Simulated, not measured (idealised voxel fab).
process module | voxel fin reveal
cross-section cut | 205 nm wide | cells 5 nm
A cross-section is a grid of square cells, given in bands from the top down. A band is one or more rows of cells.
Each band's line starts with the height of the band's top and of its bottom, in nm. Then come its materials from left to right, each with its width in nm. One material with "throughout" fills the band from edge to edge. "air" is empty space.
Height 0 is the level under which the wafer as received is all one material. The lowest band goes on downwards, as in "0 down".
A width such as "30 to 40" changes by the same amount from each row of cells to the next, from the band's top row to its bottom row.
"no change" after a step means that no cell of the cross-section changed.
closed voids: empty space of 8 cells or more with no open way to the top, each as width x height at its distance from the left edge, in nm
after a step's settings: what the simulator itself notes on the step
overlay nm, on a step with a mask: how far to the right of its planned place the mask lay; to the left if negative
plan
1 op RECEIVE | material Si
2 op CONFORMAL_DEP | material SiN | thk nm 5
3 op DIRECTIONAL_DEP | material aC | thk nm 15
4 op PATTERN | tone cover | mask id FINS | material resist | width nm 15 | pitch nm 40 | thk nm 30 | overlay nm 0
5 op DIRECTIONAL_ETCH | etch materials aC | depth nm 15
6 op STRIP | etch materials resist
7 op DIRECTIONAL_ETCH | etch materials SiN | depth nm 5
8 op DIRECTIONAL_ETCH | etch materials Si | depth nm 40
9 op STRIP | etch materials aC
10 op OXIDIZE | depth nm 5
11 op FILL_DEP | material SiO2 | thk nm 15
12 op CMP | height nm 5
13 op SELECTIVE_ETCH | etch materials SiO2 | depth nm 30
14 op STRIP | etch materials SiN
15 op CONFORMAL_DEP | material HfO2 | thk nm 5
as received, after step 1
  0 down: Si throughout
  closed voids: none
first wafer at the end, as planned
  5 to 0: air 55 | HfO2 15 | air 25 | HfO2 15 | air 25 | HfO2 15 | air 55
  0 to -20: air 55 | HfO2 5 | Si 5 | HfO2 5 | air 25 | HfO2 5 | Si 5 | HfO2 5 | air 25 | HfO2 5 | Si 5 | HfO2 5 | air 55
  -20 to -25: HfO2 60 | Si 5 | HfO2 35 | Si 5 | HfO2 35 | Si 5 | HfO2 60
  -25 to -45: SiO2 60 | Si 5 | SiO2 35 | Si 5 | SiO2 35 | Si 5 | SiO2 60
  -45 down: Si throughout
  closed voids: none
second wafer at the end: like start, like plan, one mistake
  5 to 0: HfO2 55 | air 15 | HfO2 25 | air 15 | HfO2 25 | air 15 | HfO2 55
  0 to -20: Si 50 | HfO2 5 | air 15 | HfO2 5 | Si 15 | HfO2 5 | air 15 | HfO2 5 | Si 15 | HfO2 5 | air 15 | HfO2 5 | Si 50
  -20 to -25: Si 50 | HfO2 25 | Si 15 | HfO2 25 | Si 15 | HfO2 25 | Si 50
  -25 to -45: Si 50 | SiO2 25 | Si 15 | SiO2 25 | Si 15 | SiO2 25 | Si 50
  -45 down: Si throughout
  closed voids: none
what went wrong: step 4 ran as: op PATTERN | tone open | mask id FINS | material resist | width nm 15 | pitch nm 40 | thk nm 30 | overlay nm 0
at the end the second wafer has, in cells: 207 more of Si | 92 fewer of SiO2
